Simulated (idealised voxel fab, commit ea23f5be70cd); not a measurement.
A process module follows: voxel air gaps.
Pictured: cross-section cut, 275 nm wide, on a grid of 5 nm square cells.
When this document writes out a cross-section, it uses a grid of square cells and lists it as bands, beginning at the top and moving down, with a band standing for one or more rows of cells.
The band entry comprises the height of the band's top followed by the height of its bottom, expressed in nm, and subsequently the band's materials from left to right, each stated together with its width in nm. Where a single material is marked with the word "all across", that material fills the band from edge to edge. The word "air" represents empty space.
Below 0: as-received wafer, all one material; heights counted from there. Lowest band: no bottom, goes on down, written "0 -> down".
Read "30->40" as a graded width: first number on top, second number at the bottom, same change between each pair of neighbouring rows.
It should be understood that the words "no change", when stated for a given step, signify that the cross-section underwent no change in any of its cells during that step.
Heads up: "Cavities, sealed" only lists the empty pockets with no open path to the top that are 8 cells or more, and it writes them as width x height at distance, distance from the left edge, in nm.
It should be noted that, on the line of a given step, the content following the step's settings is a remark produced by the simulator itself with respect to that step.
On any step carrying a mask, the "overlay nm" setting, if present on the step's line, tells how far right of its planned place the mask lay; negative values point to the left.

plan
1. RECEIVE | material Si
2. CONFORMAL_DEP | material SiO2 | thk nm 10
3. CONFORMAL_DEP | material SiCN | thk nm 5
4. DIRECTIONAL_DEP | material SiO2 | thk nm 35
5. PATTERN | tone open | mask id LINES | material resist | width nm 20 | pitch nm 50 | thk nm 20 | overlay nm 0
6. DIRECTIONAL_ETCH | etch materials SiO2 | depth nm 35
7. STRIP | etch materials resist
8. CONFORMAL_DEP | material TiN | thk nm 5
9. FILL_DEP | material Cu | thk nm 10
10. CMP | height nm 50
11. EPI | material Ru | thk nm 10
12. SELECTIVE_ETCH | etch materials SiO2 | depth nm 45
13. CONFORMAL_DEP | material SiCN | thk nm 5

Cross-section, incoming material, after step 1
> 0 -> down: Si all across
> Cavities, sealed: none

Cross-section, first of two wafers, end of module, run as planned
> 65 -> 60: 60 nm air  150 nm SiCN  65 nm air
> 60 -> 50: 60 nm air  5 nm SiCN  40 nm Ru  10 nm SiCN  40 nm Ru  10 nm SiCN  40 nm Ru  5 nm SiCN  65 nm air
> 50 -> 45: 60 nm air  15 nm SiCN  5 nm TiN  10 nm Cu  5 nm TiN  30 nm SiCN  5 nm TiN  10 nm Cu  5 nm TiN  30 nm SiCN  5 nm TiN  10 nm Cu  5 nm TiN  15 nm SiCN  65 nm air
> 45 -> 20: 70 nm air  5 nm SiCN  5 nm TiN  10 nm Cu  5 nm TiN  5 nm SiCN  20 nm air  5 nm SiCN  5 nm TiN  10 nm Cu  5 nm TiN  5 nm SiCN  20 nm air  5 nm SiCN  5 nm TiN  10 nm Cu  5 nm TiN  5 nm SiCN  75 nm air
> 20 -> 15: 75 nm SiCN  20 nm TiN  30 nm SiCN  20 nm TiN  30 nm SiCN  20 nm TiN  80 nm SiCN
> 15 -> 10: SiCN all across
> 10 -> 0: SiO2 all across
> 0 -> down: Si all across
> Cavities, sealed: 20 x 25 at 100; 20 x 25 at 150

So this is wafer number two of the two, cut at the end of the module - it started where the first did and had the same plan, we just got one thing wrong running it
> 65 -> 60: 60 nm air  150 nm SiCN  65 nm air
> 60 -> 50: 60 nm air  5 nm SiCN  40 nm Ru  10 nm SiCN  40 nm Ru  10 nm SiCN  40 nm Ru  5 nm SiCN  65 nm air
> 50 -> 20: 60 nm air  5 nm SiCN  10 nm Ru  5 nm TiN  10 nm Cu  5 nm TiN  10 nm Ru  10 nm SiCN  10 nm Ru  5 nm TiN  10 nm Cu  5 nm TiN  10 nm Ru  10 nm SiCN  10 nm Ru  5 nm TiN  10 nm Cu  5 nm TiN  10 nm Ru  5 nm SiCN  65 nm air
> 20 -> 15: 65 nm SiCN  10 nm Ru  20 nm TiN  10 nm Ru  10 nm SiCN  10 nm Ru  20 nm TiN  10 nm Ru  10 nm SiCN  10 nm Ru  20 nm TiN  10 nm Ru  70 nm SiCN
> 15 -> 10: SiCN all across
> 10 -> 0: SiO2 all across
> 0 -> down: Si all across
> Cavities, sealed: none
What broke from the plan during processing? it was found that steps 11 and 12 of the process plan had been performed in exchanged positions
Final tally in cells, some materials are higher or lower on the second wafer than on the first: Ru +84, SiCN -24
On completion, 0 closed voids are found in the second wafer, whereas the first wafer has 2.
